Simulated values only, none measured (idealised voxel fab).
This section sets out a process module, namely voxel transistor to metal.
Square cells of 5 nm make up the cross-section cut, whose width is 295 nm.
Cross-section layout: square cells on a grid; listed as bands, top to bottom; a band spans one or more cell rows.
The entry gives the band's vertical extent as a top height and a bottom height in nm, then its horizontal make-up as materials from left to right, each with a width in nm. "empty" stands for empty space; a single material marked "everywhere" fills the band edge to edge.
Heights are measured from 0, the level below which the as-received wafer is all one material; the lowest band has no bottom and continues downward, written as in "from 0 down".
The width entry "30 to 40" should be interpreted row by row: the top row of cells in the band takes the first number, the bottom row takes the second number, and the change between adjacent rows is uniform throughout.
The designation "identical to before", where it is given for a processing step, indicates that no cell of the cross-section was altered in the course of that step.
So "Completely enclosed voids" is basically the list of trapped voids: any empty space of 8 cells or more that can't reach the top through an opening. They're written width x height at distance, the distance being from the left edge, and it's all nm.
Heads up: the bit after the settings on a step's line is the simulator's remark on that step.
A step's line can hold "overlay nm"; with a mask on that step, the setting says how far right of the planned place the mask lay, while a negative setting says it lay to the left.
## Steps planned for the process
1,RECEIVE [material Si]
2,OXIDIZE [depth nm 5]
3,CONFORMAL_DEP [material SiN] [thk nm 15]
4,DIRECTIONAL_DEP [material aC] [thk nm 10]
5,PATTERN [tone cover] [mask id ACTIVE] [material resist] [width nm 95] [pitch nm 120] [thk nm 30] [overlay nm 0]
6,DIRECTIONAL_ETCH [etch materials aC] [depth nm 10]
7,STRIP [etch materials resist]
8,DIRECTIONAL_ETCH [etch materials SiN] [depth nm 15]
9,DIRECTIONAL_ETCH [etch materials SiO2] [depth nm 5]
10,DIRECTIONAL_ETCH [etch materials Si] [depth nm 25]
11,STRIP [etch materials aC]
12,FILL_DEP [material SiO2] [thk nm 5]
13,CMP [height nm 15]
14,SELECTIVE_ETCH [etch materials SiO2] [depth nm 15]
15,STRIP [etch materials SiN]
16,SELECTIVE_ETCH [etch materials SiO2] [depth nm 5]
17,OXIDIZE [depth nm 5]
18,DIRECTIONAL_DEP [material polySi] [thk nm 30]
19,DIRECTIONAL_DEP [material SiCN] [thk nm 15]
20,MASKED_ETCH [tone cover] [mask id GATE] [width nm 15] [pitch nm 120] [etch materials SiCN] [depth nm 25] [overlay nm 0]
21,MASKED_ETCH [tone cover] [mask id GATE] [width nm 15] [pitch nm 120] [etch materials polySi] [depth nm 40] [overlay nm 0]
22,CONFORMAL_DEP [material SiN] [thk nm 10]
23,DIRECTIONAL_ETCH [etch materials SiN] [depth nm 10]
24,DIRECTIONAL_ETCH [etch materials SiO2] [depth nm 5]
25,DIRECTIONAL_ETCH [etch materials Si] [depth nm 15]
26,EPI [material nSi] [thk nm 15]
27,FILL_DEP [material SiO2] [thk nm 5]
28,CMP [height nm 40]
29,DIRECTIONAL_DEP [material SiO2] [thk nm 10]
30,DIRECTIONAL_DEP [material aC] [thk nm 15]
31,PATTERN [tone open] [mask id CONTACT] [material resist] [width nm 20] [thk nm 35] [overlay nm 0]
32,DIRECTIONAL_ETCH [etch materials aC] [depth nm 15]
33,STRIP [etch materials resist]
34,DIRECTIONAL_ETCH [etch materials SiO2] [depth nm 60]
35,STRIP [etch materials aC]
36,CONFORMAL_DEP [material TiN] [thk nm 5]
37,FILL_DEP [material Ru] [thk nm 10]
38,CMP [height nm 50]
39,DIRECTIONAL_DEP [material TiN] [thk nm 5]
40,DIRECTIONAL_DEP [material W] [thk nm 25]
41,DIRECTIONAL_DEP [material aC] [thk nm 15]
42,PATTERN [tone cover] [mask id METAL_1] [material resist] [width nm 20] [thk nm 30] [overlay nm 0]
43,DIRECTIONAL_ETCH [etch materials aC] [depth nm 15]
44,STRIP [etch materials resist]
45,DIRECTIONAL_ETCH [etch materials W] [depth nm 25]
46,DIRECTIONAL_ETCH [etch materials TiN] [depth nm 5]
47,STRIP [etch materials aC]
48,FILL_DEP [material lowk] [thk nm 5]
49,CMP [height nm 80]
50,CONFORMAL_DEP [material SiCN] [thk nm 5]
51,DIRECTIONAL_DEP [material lowk] [thk nm 30]
52,PATTERN [tone open] [mask id METAL_2_HOLES] [material resist] [width nm 15] [pitch nm 120] [thk nm 20] [overlay nm 0]
53,DIRECTIONAL_ETCH [etch materials lowk] [depth nm 30]
54,STRIP [etch materials resist]
55,PATTERN [tone open] [mask id METAL_2] [material resist] [width nm 20] [pitch nm 120] [thk nm 15] [overlay nm 0]
56,DIRECTIONAL_ETCH [etch materials lowk] [depth nm 15]
57,DIRECTIONAL_ETCH [etch materials SiCN] [depth nm 5]
58,STRIP [etch materials resist]
59,CONFORMAL_DEP [material TiN] [thk nm 5]
60,FILL_DEP [material Ru] [thk nm 5]
61,CMP [height nm 115]
62,CONFORMAL_DEP [material SiCN] [thk nm 5]
## Wafer, first of two, run as planned
## Step 1 complete: cross-section of the wafer as received
* from 0 down  Si everywhere
* Completely enclosed voids: none
## Step 2 complete: cross-section through the wafer
* from 0 to -5  SiO2 everywhere
* Nothing below the height -5 has changed.
## Step 3 complete: cross-section through the wafer
* from 15 to 0  SiN everywhere
* Nothing below the height 0 has changed.
## Step 4 complete: cross-section through the wafer
* from 25 to 15  aC everywhere
* Nothing below the height 15 has changed.
## Step 5 complete: cross-section through the wafer
* from 55 to 25  40 of empty, 95 of resist, 25 of empty, 95 of resist, 40 of empty
* Nothing below the height 25 has changed.
## Step 6 complete: cross-section through the wafer
* from 45 to 25  40 of empty, 95 of resist, 25 of empty, 95 of resist, 40 of empty
* from 25 to 15  40 of empty, 95 of aC, 25 of empty, 95 of aC, 40 of empty
* Nothing below the height 15 has changed.
## Step 7 complete: cross-section through the wafer
* from 25 to 15  40 of empty, 95 of aC, 25 of empty, 95 of aC, 40 of empty
* Nothing below the height 15 has changed.
## Step 8 complete: cross-section through the wafer
* from 25 to 15  40 of empty, 95 of aC, 25 of empty, 95 of aC, 40 of empty
* from 15 to 0  40 of empty, 95 of SiN, 25 of empty, 95 of SiN, 40 of empty
* Nothing below the height 0 has changed.
## Step 9 complete: cross-section through the wafer
* from 25 to 15  40 of empty, 95 of aC, 25 of empty, 95 of aC, 40 of empty
* from 15 to 0  40 of empty, 95 of SiN, 25 of empty, 95 of SiN, 40 of empty
* from 0 to -5  40 of empty, 95 of SiO2, 25 of empty, 95 of SiO2, 40 of empty
* Nothing below the height -5 has changed.
## Step 10 complete: cross-section through the wafer
* from 25 to 15  40 of empty, 95 of aC, 25 of empty, 95 of aC, 40 of empty
* from 15 to 0  40 of empty, 95 of SiN, 25 of empty, 95 of SiN, 40 of empty
* from 0 to -5  40 of empty, 95 of SiO2, 25 of empty, 95 of SiO2, 40 of empty
* from -5 to -30  40 of empty, 95 of Si, 25 of empty, 95 of Si, 40 of empty
* Nothing below the height -30 has changed.
## Step 11 complete: cross-section through the wafer
* from 15 to 0  40 of empty, 95 of SiN, 25 of empty, 95 of SiN, 40 of empty
* Nothing below the height 0 has changed.
## Step 12 complete: cross-section through the wafer
* from 20 to 15  SiO2 everywhere
* from 15 to 0  40 of SiO2, 95 of SiN, 25 of SiO2, 95 of SiN, 40 of SiO2
* from 0 to -5  SiO2 everywhere
* from -5 to -30  40 of SiO2, 95 of Si, 25 of SiO2, 95 of Si, 40 of SiO2
* Nothing below the height -30 has changed.
## Step 13 complete: cross-section through the wafer
* from 15 to 0  40 of SiO2, 95 of SiN, 25 of SiO2, 95 of SiN, 40 of SiO2
* Nothing below the height 0 has changed.
## Step 14 complete: cross-section through the wafer
* from 15 to 0  40 of empty, 95 of SiN, 25 of empty, 95 of SiN, 40 of empty
* Nothing below the height 0 has changed.
## Step 15 complete: cross-section through the wafer
* from 0 to -5  SiO2 everywhere
* Nothing below the height -5 has changed.
## Step 16 complete: cross-section through the wafer
* from -5 to -30  40 of SiO2, 95 of Si, 25 of SiO2, 95 of Si, 40 of SiO2
* Nothing below the height -30 has changed.
## Step 17 complete: cross-section through the wafer
* from -5 to -10  SiO2 everywhere
* Nothing below the height -10 has changed.
## Step 18 complete: cross-section through the wafer
* from 25 to -5  polySi everywhere
* Nothing below the height -5 has changed.
## Step 19 complete: cross-section through the wafer
* from 40 to 25  SiCN everywhere
* Nothing below the height 25 has changed.
## Step 20 complete: cross-section through the wafer
* from 40 to 25  80 of empty, 15 of SiCN, 105 of empty, 15 of SiCN, 80 of empty
* Nothing below the height 25 has changed.
## Step 21 complete: cross-section through the wafer
* from 40 to 25  80 of empty, 15 of SiCN, 105 of empty, 15 of SiCN, 80 of empty
* from 25 to -5  80 of empty, 15 of polySi, 105 of empty, 15 of polySi, 80 of empty
* Nothing below the height -5 has changed.
## Step 22 complete: cross-section through the wafer
* from 50 to 40  70 of empty, 35 of SiN, 85 of empty, 35 of SiN, 70 of empty
* from 40 to 25  70 of empty, 10 of SiN, 15 of SiCN, 10 of SiN, 85 of empty, 10 of SiN, 15 of SiCN, 10 of SiN, 70 of empty
* from 25 to 5  70 of empty, 10 of SiN, 15 of polySi, 10 of SiN, 85 of empty, 10 of SiN, 15 of polySi, 10 of SiN, 70 of empty
* from 5 to -5  80 of SiN, 15 of polySi, 105 of SiN, 15 of polySi, 80 of SiN
* Nothing below the height -5 has changed.
## Step 23 complete: cross-section through the wafer
* from 40 to 25  70 of empty, 10 of SiN, 15 of SiCN, 10 of SiN, 85 of empty, 10 of SiN, 15 of SiCN, 10 of SiN, 70 of empty
* from 25 to -5  70 of empty, 10 of SiN, 15 of polySi, 10 of SiN, 85 of empty, 10 of SiN, 15 of polySi, 10 of SiN, 70 of empty
* Nothing below the height -5 has changed.
## Step 24 complete: cross-section through the wafer
* from 40 to 25  70 of empty, 10 of SiN, 15 of SiCN, 10 of SiN, 85 of empty, 10 of SiN, 15 of SiCN, 10 of SiN, 70 of empty
* from 25 to -5  70 of empty, 10 of SiN, 15 of polySi, 10 of SiN, 85 of empty, 10 of SiN, 15 of polySi, 10 of SiN, 70 of empty
* from -5 to -10  70 of empty, 35 of SiO2, 85 of empty, 35 of SiO2, 70 of empty
* Nothing below the height -10 has changed.
## Step 25 complete: cross-section through the wafer
* from 40 to 25  70 of empty, 10 of SiN, 15 of SiCN, 10 of SiN, 85 of empty, 10 of SiN, 15 of SiCN, 10 of SiN, 70 of empty
* from 25 to -5  70 of empty, 10 of SiN, 15 of polySi, 10 of SiN, 85 of empty, 10 of SiN, 15 of polySi, 10 of SiN, 70 of empty
* from -5 to -10  70 of empty, 35 of SiO2, 85 of empty, 35 of SiO2, 70 of empty
* from -10 to -25  40 of SiO2, 30 of empty, 35 of Si, 30 of empty, 25 of SiO2, 30 of empty, 35 of Si, 30 of empty, 40 of SiO2
* Nothing below the height -25 has changed.
## Step 26 complete: cross-section through the wafer
* from 40 to 25  70 of empty, 10 of SiN, 15 of SiCN, 10 of SiN, 85 of empty, 10 of SiN, 15 of SiCN, 10 of SiN, 70 of empty
* from 25 to 5  70 of empty, 10 of SiN, 15 of polySi, 10 of SiN, 85 of empty, 10 of SiN, 15 of polySi, 10 of SiN, 70 of empty
* from 5 to -5  55 of empty, 15 of nSi, 10 of SiN, 15 of polySi, 10 of SiN, 15 of nSi, 55 of empty, 15 of nSi, 10 of SiN, 15 of polySi, 10 of SiN, 15 of nSi, 55 of empty
* from -5 to -10  55 of empty, 15 of nSi, 35 of SiO2, 15 of nSi, 55 of empty, 15 of nSi, 35 of SiO2, 15 of nSi, 55 of empty
* from -10 to -25  40 of SiO2, 30 of nSi, 35 of Si, 30 of nSi, 25 of SiO2, 30 of nSi, 35 of Si, 30 of nSi, 40 of SiO2
* Nothing below the height -25 has changed.
## Step 27 complete: cross-section through the wafer
* from 45 to 40  SiO2 everywhere
* from 40 to 25  70 of SiO2, 10 of SiN, 15 of SiCN, 10 of SiN, 85 of SiO2, 10 of SiN, 15 of SiCN, 10 of SiN, 70 of SiO2
* from 25 to 5  70 of SiO2, 10 of SiN, 15 of polySi, 10 of SiN, 85 of SiO2, 10 of SiN, 15 of polySi, 10 of SiN, 70 of SiO2
* from 5 to -5  55 of SiO2, 15 of nSi, 10 of SiN, 15 of polySi, 10 of SiN, 15 of nSi, 55 of SiO2, 15 of nSi, 10 of SiN, 15 of polySi, 10 of SiN, 15 of nSi, 55 of SiO2
* from -5 to -10  55 of SiO2, 15 of nSi, 35 of SiO2, 15 of nSi, 55 of SiO2, 15 of nSi, 35 of SiO2, 15 of nSi, 55 of SiO2
* Nothing below the height -10 has changed.
## Step 28 complete: cross-section through the wafer
* from 40 to 25  70 of SiO2, 10 of SiN, 15 of SiCN, 10 of SiN, 85 of SiO2, 10 of SiN, 15 of SiCN, 10 of SiN, 70 of SiO2
* Nothing below the height 25 has changed.
## Step 29 complete: cross-section through the wafer
* from 50 to 40  SiO2 everywhere
* Nothing below the height 40 has changed.
## Step 30 complete: cross-section through the wafer
* from 65 to 50  aC everywhere
* Nothing below the height 50 has changed.
## Step 31 complete: cross-section through the wafer
* from 100 to 65  45 of resist, 20 of empty, 45 of resist, 20 of empty, 35 of resist, 20 of empty, 45 of resist, 20 of empty, 45 of resist
* Nothing below the height 65 has changed.
## Step 32 complete: cross-section through the wafer
* from 85 to 65  45 of resist, 20 of empty, 45 of resist, 20 of empty, 35 of resist, 20 of empty, 45 of resist, 20 of empty, 45 of resist
* from 65 to 50  45 of aC, 20 of empty, 45 of aC, 20 of empty, 35 of aC, 20 of empty, 45 of aC, 20 of empty, 45 of aC
* Nothing below the height 50 has changed.
## Step 33 complete: cross-section through the wafer
* from 65 to 50  45 of aC, 20 of empty, 45 of aC, 20 of empty, 35 of aC, 20 of empty, 45 of aC, 20 of empty, 45 of aC
* Nothing below the height 50 has changed.
## Step 34 complete: cross-section through the wafer
* from 65 to 50  45 of aC, 20 of empty, 45 of aC, 20 of empty, 35 of aC, 20 of empty, 45 of aC, 20 of empty, 45 of aC
* from 50 to 40  45 of SiO2, 20 of empty, 45 of SiO2, 20 of empty, 35 of SiO2, 20 of empty, 45 of SiO2, 20 of empty, 45 of SiO2
* from 40 to 25  45 of SiO2, 20 of empty, 5 of SiO2, 10 of SiN, 15 of SiCN, 10 of SiN, 5 of SiO2, 20 of empty, 35 of SiO2, 20 of empty, 5 of SiO2, 10 of SiN, 15 of SiCN, 10 of SiN, 5 of SiO2, 20 of empty, 45 of SiO2
* from 25 to 5  45 of SiO2, 20 of empty, 5 of SiO2, 10 of SiN, 15 of polySi, 10 of SiN, 5 of SiO2, 20 of empty, 35 of SiO2, 20 of empty, 5 of SiO2, 10 of SiN, 15 of polySi, 10 of SiN, 5 of SiO2, 20 of empty, 45 of SiO2
* from 5 to -5  45 of SiO2, 10 of empty, 15 of nSi, 10 of SiN, 15 of polySi, 10 of SiN, 15 of nSi, 10 of empty, 35 of SiO2, 10 of empty, 15 of nSi, 10 of SiN, 15 of polySi, 10 of SiN, 15 of nSi, 10 of empty, 45 of SiO2
* from -5 to -10  45 of SiO2, 10 of empty, 15 of nSi, 35 of SiO2, 15 of nSi, 10 of empty, 35 of SiO2, 10 of empty, 15 of nSi, 35 of SiO2, 15 of nSi, 10 of empty, 45 of SiO2
* Nothing below the height -10 has changed.
## Step 35 complete: cross-section through the wafer
* from 50 to 40  45 of SiO2, 20 of empty, 45 of SiO2, 20 of empty, 35 of SiO2, 20 of empty, 45 of SiO2, 20 of empty, 45 of SiO2
* Nothing below the height 40 has changed.
## Step 36 complete: cross-section through the wafer
* from 55 to 50  50 of TiN, 10 of empty, 55 of TiN, 10 of empty, 45 of TiN, 10 of empty, 55 of TiN, 10 of empty, 50 of TiN
* from 50 to 40  45 of SiO2, 5 of TiN, 10 of empty, 5 of TiN, 45 of SiO2, 5 of TiN, 10 of empty, 5 of TiN, 35 of SiO2, 5 of TiN, 10 of empty, 5 of TiN, 45 of SiO2, 5 of TiN, 10 of empty, 5 of TiN, 45 of SiO2
* from 40 to 25  45 of SiO2, 5 of TiN, 10 of empty, 5 of TiN, 5 of SiO2, 10 of SiN, 15 of SiCN, 10 of SiN, 5 of SiO2, 5 of TiN, 10 of empty, 5 of TiN, 35 of SiO2, 5 of TiN, 10 of empty, 5 of TiN, 5 of SiO2, 10 of SiN, 15 of SiCN, 10 of SiN, 5 of SiO2, 5 of TiN, 10 of empty, 5 of TiN, 45 of SiO2
* from 25 to 10  45 of SiO2, 5 of TiN, 10 of empty, 5 of TiN, 5 of SiO2, 10 of SiN, 15 of polySi, 10 of SiN, 5 of SiO2, 5 of TiN, 10 of empty, 5 of TiN, 35 of SiO2, 5 of TiN, 10 of empty, 5 of TiN, 5 of SiO2, 10 of SiN, 15 of polySi, 10 of SiN, 5 of SiO2, 5 of TiN, 10 of empty, 5 of TiN, 45 of SiO2
* from 10 to 5  45 of SiO2, 20 of TiN, 5 of SiO2, 10 of SiN, 15 of polySi, 10 of SiN, 5 of SiO2, 20 of TiN, 35 of SiO2, 20 of TiN, 5 of SiO2, 10 of SiN, 15 of polySi, 10 of SiN, 5 of SiO2, 20 of TiN, 45 of SiO2
* from 5 to -5  45 of SiO2, 10 of TiN, 15 of nSi, 10 of SiN, 15 of polySi, 10 of SiN, 15 of nSi, 10 of TiN, 35 of SiO2, 10 of TiN, 15 of nSi, 10 of SiN, 15 of polySi, 10 of SiN, 15 of nSi, 10 of TiN, 45 of SiO2
* from -5 to -10  45 of SiO2, 10 of TiN, 15 of nSi, 35 of SiO2, 15 of nSi, 10 of TiN, 35 of SiO2, 10 of TiN, 15 of nSi, 35 of SiO2, 15 of nSi, 10 of TiN, 45 of SiO2
* Nothing below the height -10 has changed.
## Step 37 complete: cross-section through the wafer
* from 65 to 55  Ru everywhere
* from 55 to 50  50 of TiN, 10 of Ru, 55 of TiN, 10 of Ru, 45 of TiN, 10 of Ru, 55 of TiN, 10 of Ru, 50 of TiN
* from 50 to 40  45 of SiO2, 5 of TiN, 10 of Ru, 5 of TiN, 45 of SiO2, 5 of TiN, 10 of Ru, 5 of TiN, 35 of SiO2, 5 of TiN, 10 of Ru, 5 of TiN, 45 of SiO2, 5 of TiN, 10 of Ru, 5 of TiN, 45 of SiO2
* from 40 to 25  45 of SiO2, 5 of TiN, 10 of Ru, 5 of TiN, 5 of SiO2, 10 of SiN, 15 of SiCN, 10 of SiN, 5 of SiO2, 5 of TiN, 10 of Ru, 5 of TiN, 35 of SiO2, 5 of TiN, 10 of Ru, 5 of TiN, 5 of SiO2, 10 of SiN, 15 of SiCN, 10 of SiN, 5 of SiO2, 5 of TiN, 10 of Ru, 5 of TiN, 45 of SiO2
* from 25 to 10  45 of SiO2, 5 of TiN, 10 of Ru, 5 of TiN, 5 of SiO2, 10 of SiN, 15 of polySi, 10 of SiN, 5 of SiO2, 5 of TiN, 10 of Ru, 5 of TiN, 35 of SiO2, 5 of TiN, 10 of Ru, 5 of TiN, 5 of SiO2, 10 of SiN, 15 of polySi, 10 of SiN, 5 of SiO2, 5 of TiN, 10 of Ru, 5 of TiN, 45 of SiO2
* Nothing below the height 10 has changed.
## Step 38 complete: cross-section through the wafer
* from 50 to 40  45 of SiO2, 5 of TiN, 10 of Ru, 5 of TiN, 45 of SiO2, 5 of TiN, 10 of Ru, 5 of TiN, 35 of SiO2, 5 of TiN, 10 of Ru, 5 of TiN, 45 of SiO2, 5 of TiN, 10 of Ru, 5 of TiN, 45 of SiO2
* Nothing below the height 40 has changed.
## Step 39 complete: cross-section through the wafer
* from 55 to 50  TiN everywhere
* Nothing below the height 50 has changed.
## Step 40 complete: cross-section through the wafer
* from 80 to 55  W everywhere
* Nothing below the height 55 has changed.
## Step 41 complete: cross-section through the wafer
* from 95 to 80  aC everywhere
* Nothing below the height 80 has changed.
## Step 42 complete: cross-section through the wafer
* from 125 to 95  45 of empty, 20 of resist, 45 of empty, 20 of resist, 35 of empty, 20 of resist, 45 of empty, 20 of resist, 45 of empty
* Nothing below the height 95 has changed.
## Step 43 complete: cross-section through the wafer
* from 110 to 95  45 of empty, 20 of resist, 45 of empty, 20 of resist, 35 of empty, 20 of resist, 45 of empty, 20 of resist, 45 of empty
* from 95 to 80  45 of empty, 20 of aC, 45 of empty, 20 of aC, 35 of empty, 20 of aC, 45 of empty, 20 of aC, 45 of empty
* Nothing below the height 80 has changed.
## Step 44 complete: cross-section through the wafer
* from 95 to 80  45 of empty, 20 of aC, 45 of empty, 20 of aC, 35 of empty, 20 of aC, 45 of empty, 20 of aC, 45 of empty
* Nothing below the height 80 has changed.
## Step 45 complete: cross-section through the wafer
* from 95 to 80  45 of empty, 20 of aC, 45 of empty, 20 of aC, 35 of empty, 20 of aC, 45 of empty, 20 of aC, 45 of empty
* from 80 to 55  45 of empty, 20 of W, 45 of empty, 20 of W, 35 of empty, 20 of W, 45 of empty, 20 of W, 45 of empty
* Nothing below the height 55 has changed.
## Step 46 complete: cross-section through the wafer
* from 95 to 80  45 of empty, 20 of aC, 45 of empty, 20 of aC, 35 of empty, 20 of aC, 45 of empty, 20 of aC, 45 of empty
* from 80 to 55  45 of empty, 20 of W, 45 of empty, 20 of W, 35 of empty, 20 of W, 45 of empty, 20 of W, 45 of empty
* from 55 to 50  45 of empty, 20 of TiN, 45 of empty, 20 of TiN, 35 of empty, 20 of TiN, 45 of empty, 20 of TiN, 45 of empty
* Nothing below the height 50 has changed.
## Step 47 complete: cross-section through the wafer
* from 80 to 55  45 of empty, 20 of W, 45 of empty, 20 of W, 35 of empty, 20 of W, 45 of empty, 20 of W, 45 of empty
* Nothing below the height 55 has changed.
## Step 48 complete: cross-section through the wafer
* from 85 to 80  lowk everywhere
* from 80 to 55  45 of lowk, 20 of W, 45 of lowk, 20 of W, 35 of lowk, 20 of W, 45 of lowk, 20 of W, 45 of lowk
* from 55 to 50  45 of lowk, 20 of TiN, 45 of lowk, 20 of TiN, 35 of lowk, 20 of TiN, 45 of lowk, 20 of TiN, 45 of lowk
* Nothing below the height 50 has changed.
## Step 49 complete: cross-section through the wafer
* from 80 to 55  45 of lowk, 20 of W, 45 of lowk, 20 of W, 35 of lowk, 20 of W, 45 of lowk, 20 of W, 45 of lowk
* Nothing below the height 55 has changed.
## Step 50 complete: cross-section through the wafer
* from 85 to 80  SiCN everywhere
* Nothing below the height 80 has changed.
## Step 51 complete: cross-section through the wafer
* from 115 to 85  lowk everywhere
* Nothing below the height 85 has changed.
## Step 52 complete: cross-section through the wafer
* from 135 to 115  45 of resist, 15 of empty, 105 of resist, 15 of empty, 115 of resist
* Nothing below the height 115 has changed.
## Step 53 complete: cross-section through the wafer
* from 135 to 115  45 of resist, 15 of empty, 105 of resist, 15 of empty, 115 of resist
* from 115 to 85  45 of lowk, 15 of empty, 105 of lowk, 15 of empty, 115 of lowk
* Nothing below the height 85 has changed.
## Step 54 complete: cross-section through the wafer
* from 115 to 85  45 of lowk, 15 of empty, 105 of lowk, 15 of empty, 115 of lowk
* Nothing below the height 85 has changed.
## Step 55 complete: cross-section through the wafer
* from 130 to 115  45 of resist, 20 of empty, 100 of resist, 20 of empty, 110 of resist
* Nothing below the height 115 has changed.
## Step 56 complete: cross-section through the wafer
* from 130 to 115  45 of resist, 20 of empty, 100 of resist, 20 of empty, 110 of resist
* from 115 to 100  45 of lowk, 20 of empty, 100 of lowk, 20 of empty, 110 of lowk
* Nothing below the height 100 has changed.
## Step 57 complete: cross-section through the wafer
* from 130 to 115  45 of resist, 20 of empty, 100 of resist, 20 of empty, 110 of resist
* from 115 to 100  45 of lowk, 20 of empty, 100 of lowk, 20 of empty, 110 of lowk
* from 100 to 85  45 of lowk, 15 of empty, 105 of lowk, 15 of empty, 115 of lowk
* from 85 to 80  45 of SiCN, 15 of empty, 105 of SiCN, 15 of empty, 115 of SiCN
* Nothing below the height 80 has changed.
## Step 58 complete: cross-section through the wafer
* from 115 to 100  45 of lowk, 20 of empty, 100 of lowk, 20 of empty, 110 of lowk
* Nothing below the height 100 has changed.
## Step 59 complete: cross-section through the wafer
* from 120 to 115  50 of TiN, 10 of empty, 110 of TiN, 10 of empty, 115 of TiN
* from 115 to 105  45 of lowk, 5 of TiN, 10 of empty, 5 of TiN, 100 of lowk, 5 of TiN, 10 of empty, 5 of TiN, 110 of lowk
* from 105 to 100  45 of lowk, 5 of TiN, 5 of empty, 10 of TiN, 100 of lowk, 5 of TiN, 5 of empty, 10 of TiN, 110 of lowk
* from 100 to 85  45 of lowk, 5 of TiN, 5 of empty, 5 of TiN, 105 of lowk, 5 of TiN, 5 of empty, 5 of TiN, 115 of lowk
* from 85 to 80  45 of SiCN, 15 of TiN, 105 of SiCN, 15 of TiN, 115 of SiCN
* Nothing below the height 80 has changed.
## Step 60 complete: cross-section through the wafer
* from 125 to 120  Ru everywhere
* from 120 to 115  50 of TiN, 10 of Ru, 110 of TiN, 10 of Ru, 115 of TiN
* from 115 to 105  45 of lowk, 5 of TiN, 10 of Ru, 5 of TiN, 100 of lowk, 5 of TiN, 10 of Ru, 5 of TiN, 110 of lowk
* from 105 to 100  45 of lowk, 5 of TiN, 5 of Ru, 10 of TiN, 100 of lowk, 5 of TiN, 5 of Ru, 10 of TiN, 110 of lowk
* from 100 to 85  45 of lowk, 5 of TiN, 5 of Ru, 5 of TiN, 105 of lowk, 5 of TiN, 5 of Ru, 5 of TiN, 115 of lowk
* Nothing below the height 85 has changed.
## Step 61 complete: cross-section through the wafer
* from 115 to 105  45 of lowk, 5 of TiN, 10 of Ru, 5 of TiN, 100 of lowk, 5 of TiN, 10 of Ru, 5 of TiN, 110 of lowk
* Nothing below the height 105 has changed.
## Step 62 complete: cross-section through the wafer
* from 120 to 115  SiCN everywhere
* Nothing below the height 115 has changed.
## Wafer two of two - same starting point, same process plan, one mistake in execution; matches wafer one up to and including step 50
## Here is the second wafer in cross-section at the point where step 51 of the plan should have been done
* from 145 to 85  lowk everywhere
* Nothing below the height 85 has changed.
## Here is the second wafer in cross-section at the point where step 52 of the plan should have been done
* from 165 to 145  45 of resist, 15 of empty, 105 of resist, 15 of empty, 115 of resist
* Nothing below the height 145 has changed.
## Here is the second wafer in cross-section at the point where step 53 of the plan should have been done
* from 165 to 145  45 of resist, 15 of empty, 105 of resist, 15 of empty, 115 of resist
* from 145 to 115  45 of lowk, 15 of empty, 105 of lowk, 15 of empty, 115 of lowk
* Nothing below the height 115 has changed.
## Here is the second wafer in cross-section at the point where step 54 of the plan should have been done
* from 145 to 115  45 of lowk, 15 of empty, 105 of lowk, 15 of empty, 115 of lowk
* Nothing below the height 115 has changed.
## Here is the second wafer in cross-section at the point where step 55 of the plan should have been done
* from 160 to 145  45 of resist, 20 of empty, 100 of resist, 20 of empty, 110 of resist
* Nothing below the height 145 has changed.
## Here is the second wafer in cross-section at the point where step 56 of the plan should have been done
* from 160 to 145  45 of resist, 20 of empty, 100 of resist, 20 of empty, 110 of resist
* from 145 to 130  45 of lowk, 20 of empty, 100 of lowk, 20 of empty, 110 of lowk
* from 130 to 100  45 of lowk, 15 of empty, 105 of lowk, 15 of empty, 115 of lowk
* Nothing below the height 100 has changed.
Here is the second wafer in cross-section at the point where step 57 of the plan should have been done: identical to before
## Here is the second wafer in cross-section at the point where step 58 of the plan should have been done
* from 145 to 130  45 of lowk, 20 of empty, 100 of lowk, 20 of empty, 110 of lowk
* Nothing below the height 130 has changed.
## Here is the second wafer in cross-section at the point where step 59 of the plan should have been done
* from 150 to 145  50 of TiN, 10 of empty, 110 of TiN, 10 of empty, 115 of TiN
* from 145 to 135  45 of lowk, 5 of TiN, 10 of empty, 5 of TiN, 100 of lowk, 5 of TiN, 10 of empty, 5 of TiN, 110 of lowk
* from 135 to 130  45 of lowk, 5 of TiN, 5 of empty, 10 of TiN, 100 of lowk, 5 of TiN, 5 of empty, 10 of TiN, 110 of lowk
* from 130 to 105  45 of lowk, 5 of TiN, 5 of empty, 5 of TiN, 105 of lowk, 5 of TiN, 5 of empty, 5 of TiN, 115 of lowk
* from 105 to 100  45 of lowk, 15 of TiN, 105 of lowk, 15 of TiN, 115 of lowk
* Nothing below the height 100 has changed.
## Here is the second wafer in cross-section at the point where step 60 of the plan should have been done
* from 155 to 150  Ru everywhere
* from 150 to 145  50 of TiN, 10 of Ru, 110 of TiN, 10 of Ru, 115 of TiN
* from 145 to 135  45 of lowk, 5 of TiN, 10 of Ru, 5 of TiN, 100 of lowk, 5 of TiN, 10 of Ru, 5 of TiN, 110 of lowk
* from 135 to 130  45 of lowk, 5 of TiN, 5 of Ru, 10 of TiN, 100 of lowk, 5 of TiN, 5 of Ru, 10 of TiN, 110 of lowk
* from 130 to 105  45 of lowk, 5 of TiN, 5 of Ru, 5 of TiN, 105 of lowk, 5 of TiN, 5 of Ru, 5 of TiN, 115 of lowk
* Nothing below the height 105 has changed.
## Here is the second wafer in cross-section at the point where step 61 of the plan should have been done
* from 115 to 105  45 of lowk, 5 of TiN, 5 of Ru, 5 of TiN, 105 of lowk, 5 of TiN, 5 of Ru, 5 of TiN, 115 of lowk
* Nothing below the height 105 has changed.
## Here is the second wafer in cross-section at the point where step 62 of the plan should have been done
* from 120 to 115  SiCN everywhere
* Nothing below the height 115 has changed.
Plan not followed: the plan's step 51 ran twice
At the finish, the second wafer shows more or fewer cells for some materials than the first does: Ru: 12 fewer, SiCN: 6 more, TiN: 18 fewer, lowk: 24 more
